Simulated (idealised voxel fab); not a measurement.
This is a process module. Its name is voxel air gaps.
Displayed cross-section: cut, width of 235 nm, square cells sized 5 nm.
Just so we're on the same page, the cross-sections are grids of square cells, and they're listed out in bands top to bottom, each band one or more rows deep. Each band's line starts with the height of the band's top and of its bottom, in nm. Then come its materials from left to right, each with its width in nm. One material with "full width" fills the band from edge to edge. "blank" is empty space. Height is counted from the level 0, under which the received wafer is composed throughout of one material. The lowest of the bands is not closed at the bottom but continues downward, in the notation "0 and below". Width spec "30->40" -> top row of cells at first value, bottom row at second value, equal per-row change in between. Basically "changes: none" means that step didn't change any cell in the cross-section. Voids not open to the top, 8 cells minimum: see "Enclosed void inventory". Written width x height at distance; distance is from the left edge; nm. That trailing text on a step's line, after the settings, is the simulator's own remark on the step. overlay nm: how far to the right of its planned place the mask lay on this masked step (negative: to the left).

**Intended process steps**
1. RECEIVE | material Si
2. CONFORMAL_DEP | material SiO2 | thk nm 15
3. CONFORMAL_DEP | material SiCN | thk nm 5
4. DIRECTIONAL_DEP | material SiO2 | thk nm 35
5. MASKED_ETCH | tone open | mask id LINES | width nm 25 | pitch nm 50 | etch materials SiO2 | depth nm 35 | overlay nm 0
6. CONFORMAL_DEP | material TiN | thk nm 5
7. FILL_DEP | material W | thk nm 10
8. CMP | height nm 55
9. EPI | material Ru | thk nm 10
10. SELECTIVE_ETCH | etch materials SiO2 | depth nm 45
11. CONFORMAL_DEP | material SiCN | thk nm 5

**So this is the incoming wafer in cross-section - it's already been through step 1**
    0 and below | Si full width
    Enclosed void inventory: none

**Sectioned view, first of two wafers, at the close of the module, processed as intended in the plan**
    70 down to 65 | 40 blank, 155 SiCN, 40 blank
    65 down to 55 | 40 blank, 5 SiCN, 45 Ru, 5 SiCN, 45 Ru, 5 SiCN, 45 Ru, 5 SiCN, 40 blank
    55 down to 50 | 40 blank, 15 SiCN, 5 TiN, 15 W, 5 TiN, 25 SiCN, 5 TiN, 15 W, 5 TiN, 25 SiCN, 5 TiN, 15 W, 5 TiN, 15 SiCN, 40 blank
    50 down to 25 | 50 blank, 5 SiCN, 5 TiN, 15 W, 5 TiN, 5 SiCN, 15 blank, 5 SiCN, 5 TiN, 15 W, 5 TiN, 5 SiCN, 15 blank, 5 SiCN, 5 TiN, 15 W, 5 TiN, 5 SiCN, 50 blank
    25 down to 20 | 55 SiCN, 25 TiN, 25 SiCN, 25 TiN, 25 SiCN, 25 TiN, 55 SiCN
    20 down to 15 | SiCN full width
    15 down to 0 | SiO2 full width
    0 and below | Si full width
    Enclosed void inventory: 15 x 25 at 85; 15 x 25 at 135

**Same start, same plan as the first wafer - but one mistake in the run. Cross-section of the second of the two at the end of the module**
    70 down to 65 | SiCN full width
    65 down to 55 | 65 Ru, 5 SiCN, 45 Ru, 5 SiCN, 45 Ru, 5 SiCN, 65 Ru
    55 down to 50 | 50 W, 5 TiN, 25 SiCN, 5 TiN, 15 W, 5 TiN, 25 SiCN, 5 TiN, 15 W, 5 TiN, 25 SiCN, 5 TiN, 50 W
    50 down to 25 | 50 W, 5 TiN, 5 SiCN, 15 blank, 5 SiCN, 5 TiN, 15 W, 5 TiN, 5 SiCN, 15 blank, 5 SiCN, 5 TiN, 15 W, 5 TiN, 5 SiCN, 15 blank, 5 SiCN, 5 TiN, 50 W
    25 down to 20 | 55 TiN, 25 SiCN, 25 TiN, 25 SiCN, 25 TiN, 25 SiCN, 55 TiN
    20 down to 15 | SiCN full width
    15 down to 0 | SiO2 full width
    0 and below | Si full width
    Enclosed void inventory: 15 x 25 at 60; 15 x 25 at 110; 15 x 25 at 160
what went wrong: step 5 changed vs plan, executed as MASKED_ETCH | tone cover | mask id LINES | width nm 25 | pitch nm 50 | etch materials SiO2 | depth nm 35 | overlay nm 0
It is noted that, at the conclusion of processing, the second wafer exhibits a higher or lower cell count for certain materials relative to the first: Ru +34, SiCN -4, TiN +17, W +102
closed voids at the end (first wafer, second wafer): 2, 3
